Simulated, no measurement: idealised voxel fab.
Module name: voxel capacitor over wiring (process module)
Cross-section cut spans 220 nm and uses square cells 5 nm in size.
In this document a cross-section is written as a grid of square cells. It is given as a series of bands, listed from the top down, and a band is one or more rows of cells. This entry defines a band. It first specifies the height of the band's top and the height of its bottom in nm, and then specifies the band's materials from left to right, stating each material with its width in nm. The word "throughout" identifies a single material that fills the band from edge to edge, while the word "blank" identifies empty space. The level at which height equals 0 is the one under which the wafer, as it arrives, is entirely one material. No lower edge exists for the bottom band, which continues downward and is notated as in "z 0 and below". Graded width ("30 to 40"): value in top row of band = first number; value in bottom row = second number; row-to-row change constant. The designation "changes: none", where it is given for a processing step, indicates that no cell of the cross-section was altered in the course of that step. So "Internal closed voids" is basically the list of trapped voids: any empty space of 8 cells or more that can't reach the top through an opening. They're written width x height at distance, the distance being from the left edge, and it's all nm. It should be noted that, on the line of a given step, the content following the step's settings is a remark produced by the simulator itself with respect to that step. overlay nm: on a step with a mask, how far right of its planned place the mask lay; negative means left.

# Planned step list for the process
| 1 | RECEIVE,material Si |
| 2 | CONFORMAL_DEP,material SiO2,thk nm 15 |
| 3 | DIRECTIONAL_DEP,material TiN,thk nm 5 |
| 4 | DIRECTIONAL_DEP,material W,thk nm 20 |
| 5 | DIRECTIONAL_DEP,material aC,thk nm 10 |
| 6 | PATTERN,tone cover,mask id METAL_1,material resist,width nm 20,pitch nm 70,thk nm 30,overlay nm 0 |
| 7 | DIRECTIONAL_ETCH,etch materials aC,depth nm 10 |
| 8 | STRIP,etch materials resist |
| 9 | DIRECTIONAL_ETCH,etch materials W,depth nm 20 |
| 10 | DIRECTIONAL_ETCH,etch materials TiN,depth nm 5 |
| 11 | STRIP,etch materials aC |
| 12 | CONFORMAL_DEP,material SiCN,thk nm 5 |
| 13 | FILL_DEP,material lowk,thk nm 5 |
| 14 | CMP,height nm 40 |
| 15 | CONFORMAL_DEP,material SiCN,thk nm 5 |
| 16 | DIRECTIONAL_DEP,material lowk,thk nm 20 |
| 17 | PATTERN,tone open,mask id PLUG_1,material resist,width nm 15,thk nm 20,overlay nm 0 |
| 18 | DIRECTIONAL_ETCH,etch materials lowk,depth nm 20 |
| 19 | DIRECTIONAL_ETCH,etch materials SiCN,depth nm 5 |
| 20 | STRIP,etch materials resist |
| 21 | CONFORMAL_DEP,material TiN,thk nm 5 |
| 22 | FILL_DEP,material Ru,thk nm 5 |
| 23 | CMP,height nm 65 |
| 24 | DIRECTIONAL_DEP,material TiN,thk nm 10 |
| 25 | DIRECTIONAL_DEP,material HfO2,thk nm 5 |
| 26 | DIRECTIONAL_DEP,material TiN,thk nm 10 |
| 27 | PATTERN,tone cover,mask id UPPER_PLATE,material resist,width nm 55,thk nm 15,overlay nm 0 |
| 28 | DIRECTIONAL_ETCH,etch materials TiN,depth nm 10 |
| 29 | DIRECTIONAL_ETCH,etch materials HfO2,depth nm 5 |
| 30 | STRIP,etch materials resist |
| 31 | PATTERN,tone cover,mask id LOWER_PLATE,material resist,width nm 65,thk nm 15,overlay nm 0 |
| 32 | DIRECTIONAL_ETCH,etch materials TiN,depth nm 10 |
| 33 | STRIP,etch materials resist |
| 34 | FILL_DEP,material SiO2,thk nm 15 |
| 35 | CMP,height nm 100 |
| 36 | DIRECTIONAL_DEP,material aC,thk nm 15 |
| 37 | PATTERN,tone open,mask id PLUG_2,material resist,width nm 15,thk nm 30,overlay nm 0 |
| 38 | DIRECTIONAL_ETCH,etch materials aC,depth nm 15 |
| 39 | STRIP,etch materials resist |
| 40 | DIRECTIONAL_ETCH,etch materials SiO2,depth nm 10 |
| 41 | STRIP,etch materials aC |
| 42 | CONFORMAL_DEP,material TiN,thk nm 5 |
| 43 | FILL_DEP,material Cu,thk nm 10 |
| 44 | CMP,height nm 100 |
| 45 | CONFORMAL_DEP,material SiN,thk nm 5 |

# Wafer, first of two, run as planned

# As-received state of the wafer in cross-section, equivalent to post-step 1
    z 0 and below | Si throughout
    Internal closed voids: none

# The following cross-section depicts the wafer upon completion of step 2
    z 15 to 0 | SiO2 throughout
    Anything lower than 0 is untouched.

# The following cross-section depicts the wafer upon completion of step 3
    z 20 to 15 | TiN throughout
    Anything lower than 15 is untouched.

# The following cross-section depicts the wafer upon completion of step 4
    z 40 to 20 | W throughout
    Anything lower than 20 is untouched.

# The following cross-section depicts the wafer upon completion of step 5
    z 50 to 40 | aC throughout
    Anything lower than 40 is untouched.

# The following cross-section depicts the wafer upon completion of step 6
    z 80 to 50 | 65 blank  20 resist  50 blank  20 resist  65 blank
    Anything lower than 50 is untouched.

# The following cross-section depicts the wafer upon completion of step 7
    z 70 to 50 | 65 blank  20 resist  50 blank  20 resist  65 blank
    z 50 to 40 | 65 blank  20 aC  50 blank  20 aC  65 blank
    Anything lower than 40 is untouched.

# The following cross-section depicts the wafer upon completion of step 8
    z 50 to 40 | 65 blank  20 aC  50 blank  20 aC  65 blank
    Anything lower than 40 is untouched.

# The following cross-section depicts the wafer upon completion of step 9
    z 50 to 40 | 65 blank  20 aC  50 blank  20 aC  65 blank
    z 40 to 20 | 65 blank  20 W  50 blank  20 W  65 blank
    Anything lower than 20 is untouched.

# The following cross-section depicts the wafer upon completion of step 10
    z 50 to 40 | 65 blank  20 aC  50 blank  20 aC  65 blank
    z 40 to 20 | 65 blank  20 W  50 blank  20 W  65 blank
    z 20 to 15 | 65 blank  20 TiN  50 blank  20 TiN  65 blank
    Anything lower than 15 is untouched.

# The following cross-section depicts the wafer upon completion of step 11
    z 40 to 20 | 65 blank  20 W  50 blank  20 W  65 blank
    Anything lower than 20 is untouched.

# The following cross-section depicts the wafer upon completion of step 12
    z 45 to 40 | 60 blank  30 SiCN  40 blank  30 SiCN  60 blank
    z 40 to 20 | 60 blank  5 SiCN  20 W  5 SiCN  40 blank  5 SiCN  20 W  5 SiCN  60 blank
    z 20 to 15 | 65 SiCN  20 TiN  50 SiCN  20 TiN  65 SiCN
    Anything lower than 15 is untouched.

# The following cross-section depicts the wafer upon completion of step 13
    z 50 to 45 | lowk throughout
    z 45 to 40 | 60 lowk  30 SiCN  40 lowk  30 SiCN  60 lowk
    z 40 to 20 | 60 lowk  5 SiCN  20 W  5 SiCN  40 lowk  5 SiCN  20 W  5 SiCN  60 lowk
    Anything lower than 20 is untouched.

# The following cross-section depicts the wafer upon completion of step 14
    z 40 to 20 | 60 lowk  5 SiCN  20 W  5 SiCN  40 lowk  5 SiCN  20 W  5 SiCN  60 lowk
    Anything lower than 20 is untouched.

# The following cross-section depicts the wafer upon completion of step 15
    z 45 to 40 | SiCN throughout
    Anything lower than 40 is untouched.

# The following cross-section depicts the wafer upon completion of step 16
    z 65 to 45 | lowk throughout
    Anything lower than 45 is untouched.

# The following cross-section depicts the wafer upon completion of step 17
    z 85 to 65 | 70 resist  15 blank  135 resist
    Anything lower than 65 is untouched.

# The following cross-section depicts the wafer upon completion of step 18
    z 85 to 65 | 70 resist  15 blank  135 resist
    z 65 to 45 | 70 lowk  15 blank  135 lowk
    Anything lower than 45 is untouched.

# The following cross-section depicts the wafer upon completion of step 19
    z 85 to 65 | 70 resist  15 blank  135 resist
    z 65 to 45 | 70 lowk  15 blank  135 lowk
    z 45 to 40 | 70 SiCN  15 blank  135 SiCN
    Anything lower than 40 is untouched.

# The following cross-section depicts the wafer upon completion of step 20
    z 65 to 45 | 70 lowk  15 blank  135 lowk
    Anything lower than 45 is untouched.

# The following cross-section depicts the wafer upon completion of step 21
    z 70 to 65 | 75 TiN  5 blank  140 TiN
    z 65 to 45 | 70 lowk  5 TiN  5 blank  5 TiN  135 lowk
    z 45 to 40 | 70 SiCN  15 TiN  135 SiCN
    Anything lower than 40 is untouched.

# The following cross-section depicts the wafer upon completion of step 22
    z 75 to 70 | Ru throughout
    z 70 to 65 | 75 TiN  5 Ru  140 TiN
    z 65 to 45 | 70 lowk  5 TiN  5 Ru  5 TiN  135 lowk
    Anything lower than 45 is untouched.

# The following cross-section depicts the wafer upon completion of step 23
    z 65 to 45 | 70 lowk  5 TiN  5 Ru  5 TiN  135 lowk
    Anything lower than 45 is untouched.

# The following cross-section depicts the wafer upon completion of step 24
    z 75 to 65 | TiN throughout
    Anything lower than 65 is untouched.

# The following cross-section depicts the wafer upon completion of step 25
    z 80 to 75 | HfO2 throughout
    Anything lower than 75 is untouched.

# The following cross-section depicts the wafer upon completion of step 26
    z 90 to 80 | TiN throughout
    Anything lower than 80 is untouched.

# The following cross-section depicts the wafer upon completion of step 27
    z 105 to 90 | 70 blank  55 resist  95 blank
    Anything lower than 90 is untouched.

# The following cross-section depicts the wafer upon completion of step 28
    z 105 to 90 | 70 blank  55 resist  95 blank
    z 90 to 80 | 70 blank  55 TiN  95 blank
    Anything lower than 80 is untouched.

# The following cross-section depicts the wafer upon completion of step 29
    z 105 to 90 | 70 blank  55 resist  95 blank
    z 90 to 80 | 70 blank  55 TiN  95 blank
    z 80 to 75 | 70 blank  55 HfO2  95 blank
    Anything lower than 75 is untouched.

# The following cross-section depicts the wafer upon completion of step 30
    z 90 to 80 | 70 blank  55 TiN  95 blank
    Anything lower than 80 is untouched.

# The following cross-section depicts the wafer upon completion of step 31
    z 105 to 90 | 65 blank  65 resist  90 blank
    z 90 to 80 | 65 blank  5 resist  55 TiN  5 resist  90 blank
    z 80 to 75 | 65 blank  5 resist  55 HfO2  5 resist  90 blank
    Anything lower than 75 is untouched.

# The following cross-section depicts the wafer upon completion of step 32
    z 105 to 90 | 65 blank  65 resist  90 blank
    z 90 to 80 | 65 blank  5 resist  55 TiN  5 resist  90 blank
    z 80 to 75 | 65 blank  5 resist  55 HfO2  5 resist  90 blank
    z 75 to 65 | 65 blank  65 TiN  90 blank
    Anything lower than 65 is untouched.

# The following cross-section depicts the wafer upon completion of step 33
    z 90 to 80 | 70 blank  55 TiN  95 blank
    z 80 to 75 | 70 blank  55 HfO2  95 blank
    Anything lower than 75 is untouched.

# The following cross-section depicts the wafer upon completion of step 34
    z 105 to 90 | SiO2 throughout
    z 90 to 80 | 70 SiO2  55 TiN  95 SiO2
    z 80 to 75 | 70 SiO2  55 HfO2  95 SiO2
    z 75 to 65 | 65 SiO2  65 TiN  90 SiO2
    Anything lower than 65 is untouched.

# The following cross-section depicts the wafer upon completion of step 35
    z 100 to 90 | SiO2 throughout
    Anything lower than 90 is untouched.

# The following cross-section depicts the wafer upon completion of step 36
    z 115 to 100 | aC throughout
    Anything lower than 100 is untouched.

# The following cross-section depicts the wafer upon completion of step 37
    z 145 to 115 | 80 resist  15 blank  125 resist
    Anything lower than 115 is untouched.

# The following cross-section depicts the wafer upon completion of step 38
    z 130 to 115 | 80 resist  15 blank  125 resist
    z 115 to 100 | 80 aC  15 blank  125 aC
    Anything lower than 100 is untouched.

# The following cross-section depicts the wafer upon completion of step 39
    z 115 to 100 | 80 aC  15 blank  125 aC
    Anything lower than 100 is untouched.

# The following cross-section depicts the wafer upon completion of step 40
    z 115 to 100 | 80 aC  15 blank  125 aC
    z 100 to 90 | 80 SiO2  15 blank  125 SiO2
    Anything lower than 90 is untouched.

# The following cross-section depicts the wafer upon completion of step 41
    z 100 to 90 | 80 SiO2  15 blank  125 SiO2
    Anything lower than 90 is untouched.

# The following cross-section depicts the wafer upon completion of step 42
    z 105 to 100 | 85 TiN  5 blank  130 TiN
    z 100 to 95 | 80 SiO2  5 TiN  5 blank  5 TiN  125 SiO2
    z 95 to 90 | 80 SiO2  15 TiN  125 SiO2
    Anything lower than 90 is untouched.

# The following cross-section depicts the wafer upon completion of step 43
    z 115 to 105 | Cu throughout
    z 105 to 100 | 85 TiN  5 Cu  130 TiN
    z 100 to 95 | 80 SiO2  5 TiN  5 Cu  5 TiN  125 SiO2
    Anything lower than 95 is untouched.

# The following cross-section depicts the wafer upon completion of step 44
    z 100 to 95 | 80 SiO2  5 TiN  5 Cu  5 TiN  125 SiO2
    Anything lower than 95 is untouched.

# The following cross-section depicts the wafer upon completion of step 45
    z 105 to 100 | SiN throughout
    Anything lower than 100 is untouched.

# The second wafer began exactly as the first did and followed the same plan, but one mistake was made while running it; through step 5 inclusive, the two wafers are identical

# Second wafer, cut view, end of step 6 per plan
    z 80 to 50 | 55 blank  20 resist  50 blank  20 resist  75 blank
    Anything lower than 50 is untouched.

# Second wafer, cut view, end of step 7 per plan
    z 70 to 50 | 55 blank  20 resist  50 blank  20 resist  75 blank
    z 50 to 40 | 55 blank  20 aC  50 blank  20 aC  75 blank
    Anything lower than 40 is untouched.

# Second wafer, cut view, end of step 8 per plan
    z 50 to 40 | 55 blank  20 aC  50 blank  20 aC  75 blank
    Anything lower than 40 is untouched.

# Second wafer, cut view, end of step 9 per plan
    z 50 to 40 | 55 blank  20 aC  50 blank  20 aC  75 blank
    z 40 to 20 | 55 blank  20 W  50 blank  20 W  75 blank
    Anything lower than 20 is untouched.

# Second wafer, cut view, end of step 10 per plan
    z 50 to 40 | 55 blank  20 aC  50 blank  20 aC  75 blank
    z 40 to 20 | 55 blank  20 W  50 blank  20 W  75 blank
    z 20 to 15 | 55 blank  20 TiN  50 blank  20 TiN  75 blank
    Anything lower than 15 is untouched.

# Second wafer, cut view, end of step 11 per plan
    z 40 to 20 | 55 blank  20 W  50 blank  20 W  75 blank
    Anything lower than 20 is untouched.

# Second wafer, cut view, end of step 12 per plan
    z 45 to 40 | 50 blank  30 SiCN  40 blank  30 SiCN  70 blank
    z 40 to 20 | 50 blank  5 SiCN  20 W  5 SiCN  40 blank  5 SiCN  20 W  5 SiCN  70 blank
    z 20 to 15 | 55 SiCN  20 TiN  50 SiCN  20 TiN  75 SiCN
    Anything lower than 15 is untouched.

# Second wafer, cut view, end of step 13 per plan
    z 50 to 45 | lowk throughout
    z 45 to 40 | 50 lowk  30 SiCN  40 lowk  30 SiCN  70 lowk
    z 40 to 20 | 50 lowk  5 SiCN  20 W  5 SiCN  40 lowk  5 SiCN  20 W  5 SiCN  70 lowk
    Anything lower than 20 is untouched.

# Second wafer, cut view, end of step 14 per plan
    z 40 to 20 | 50 lowk  5 SiCN  20 W  5 SiCN  40 lowk  5 SiCN  20 W  5 SiCN  70 lowk
    Anything lower than 20 is untouched.

# Second wafer, cut view, end of step 15 per plan
    z 45 to 40 | SiCN throughout
    Anything lower than 40 is untouched.

# Second wafer, cut view, end of step 16 per plan
    z 65 to 45 | lowk throughout
    Anything lower than 45 is untouched.

# Second wafer, cut view, end of step 17 per plan
    z 85 to 65 | 70 resist  15 blank  135 resist
    Anything lower than 65 is untouched.

# Second wafer, cut view, end of step 18 per plan
    z 85 to 65 | 70 resist  15 blank  135 resist
    z 65 to 45 | 70 lowk  15 blank  135 lowk
    Anything lower than 45 is untouched.

# Second wafer, cut view, end of step 19 per plan
    z 85 to 65 | 70 resist  15 blank  135 resist
    z 65 to 45 | 70 lowk  15 blank  135 lowk
    z 45 to 40 | 70 SiCN  15 blank  135 SiCN
    Anything lower than 40 is untouched.

# Second wafer, cut view, end of step 20 per plan
    z 65 to 45 | 70 lowk  15 blank  135 lowk
    Anything lower than 45 is untouched.

# Second wafer, cut view, end of step 21 per plan
    z 70 to 65 | 75 TiN  5 blank  140 TiN
    z 65 to 45 | 70 lowk  5 TiN  5 blank  5 TiN  135 lowk
    z 45 to 40 | 70 SiCN  15 TiN  135 SiCN
    Anything lower than 40 is untouched.

# Second wafer, cut view, end of step 22 per plan
    z 75 to 70 | Ru throughout
    z 70 to 65 | 75 TiN  5 Ru  140 TiN
    z 65 to 45 | 70 lowk  5 TiN  5 Ru  5 TiN  135 lowk
    Anything lower than 45 is untouched.

# Second wafer, cut view, end of step 23 per plan
    z 65 to 45 | 70 lowk  5 TiN  5 Ru  5 TiN  135 lowk
    Anything lower than 45 is untouched.

# Second wafer, cut view, end of step 24 per plan
    z 75 to 65 | TiN throughout
    Anything lower than 65 is untouched.

# Second wafer, cut view, end of step 25 per plan
    z 80 to 75 | HfO2 throughout
    Anything lower than 75 is untouched.

# Second wafer, cut view, end of step 26 per plan
    z 90 to 80 | TiN throughout
    Anything lower than 80 is untouched.

# Second wafer, cut view, end of step 27 per plan
    z 105 to 90 | 70 blank  55 resist  95 blank
    Anything lower than 90 is untouched.

# Second wafer, cut view, end of step 28 per plan
    z 105 to 90 | 70 blank  55 resist  95 blank
    z 90 to 80 | 70 blank  55 TiN  95 blank
    Anything lower than 80 is untouched.

# Second wafer, cut view, end of step 29 per plan
    z 105 to 90 | 70 blank  55 resist  95 blank
    z 90 to 80 | 70 blank  55 TiN  95 blank
    z 80 to 75 | 70 blank  55 HfO2  95 blank
    Anything lower than 75 is untouched.

# Second wafer, cut view, end of step 30 per plan
    z 90 to 80 | 70 blank  55 TiN  95 blank
    Anything lower than 80 is untouched.

# Second wafer, cut view, end of step 31 per plan
    z 105 to 90 | 65 blank  65 resist  90 blank
    z 90 to 80 | 65 blank  5 resist  55 TiN  5 resist  90 blank
    z 80 to 75 | 65 blank  5 resist  55 HfO2  5 resist  90 blank
    Anything lower than 75 is untouched.

# Second wafer, cut view, end of step 32 per plan
    z 105 to 90 | 65 blank  65 resist  90 blank
    z 90 to 80 | 65 blank  5 resist  55 TiN  5 resist  90 blank
    z 80 to 75 | 65 blank  5 resist  55 HfO2  5 resist  90 blank
    z 75 to 65 | 65 blank  65 TiN  90 blank
    Anything lower than 65 is untouched.

# Second wafer, cut view, end of step 33 per plan
    z 90 to 80 | 70 blank  55 TiN  95 blank
    z 80 to 75 | 70 blank  55 HfO2  95 blank
    Anything lower than 75 is untouched.

# Second wafer, cut view, end of step 34 per plan
    z 105 to 90 | SiO2 throughout
    z 90 to 80 | 70 SiO2  55 TiN  95 SiO2
    z 80 to 75 | 70 SiO2  55 HfO2  95 SiO2
    z 75 to 65 | 65 SiO2  65 TiN  90 SiO2
    Anything lower than 65 is untouched.

# Second wafer, cut view, end of step 35 per plan
    z 100 to 90 | SiO2 throughout
    Anything lower than 90 is untouched.

# Second wafer, cut view, end of step 36 per plan
    z 115 to 100 | aC throughout
    Anything lower than 100 is untouched.

# Second wafer, cut view, end of step 37 per plan
    z 145 to 115 | 80 resist  15 blank  125 resist
    Anything lower than 115 is untouched.

# Second wafer, cut view, end of step 38 per plan
    z 130 to 115 | 80 resist  15 blank  125 resist
    z 115 to 100 | 80 aC  15 blank  125 aC
    Anything lower than 100 is untouched.

# Second wafer, cut view, end of step 39 per plan
    z 115 to 100 | 80 aC  15 blank  125 aC
    Anything lower than 100 is untouched.

# Second wafer, cut view, end of step 40 per plan
    z 115 to 100 | 80 aC  15 blank  125 aC
    z 100 to 90 | 80 SiO2  15 blank  125 SiO2
    Anything lower than 90 is untouched.

# Second wafer, cut view, end of step 41 per plan
    z 100 to 90 | 80 SiO2  15 blank  125 SiO2
    Anything lower than 90 is untouched.

# Second wafer, cut view, end of step 42 per plan
    z 105 to 100 | 85 TiN  5 blank  130 TiN
    z 100 to 95 | 80 SiO2  5 TiN  5 blank  5 TiN  125 SiO2
    z 95 to 90 | 80 SiO2  15 TiN  125 SiO2
    Anything lower than 90 is untouched.

# Second wafer, cut view, end of step 43 per plan
    z 115 to 105 | Cu throughout
    z 105 to 100 | 85 TiN  5 Cu  130 TiN
    z 100 to 95 | 80 SiO2  5 TiN  5 Cu  5 TiN  125 SiO2
    Anything lower than 95 is untouched.

# Second wafer, cut view, end of step 44 per plan
    z 100 to 95 | 80 SiO2  5 TiN  5 Cu  5 TiN  125 SiO2
    Anything lower than 95 is untouched.

# Second wafer, cut view, end of step 45 per plan
    z 105 to 100 | SiN throughout
    Anything lower than 100 is untouched.
Nonconformance to the process plan: note that step 6 departed from the planned setting and was carried out as PATTERN,tone cover,mask id METAL_1,material resist,width nm 20,pitch nm 70,thk nm 30,overlay nm -10
In the final comparison it is observed that the number of cells assigned to each material is identical for the two wafers, whereas their placement is not.
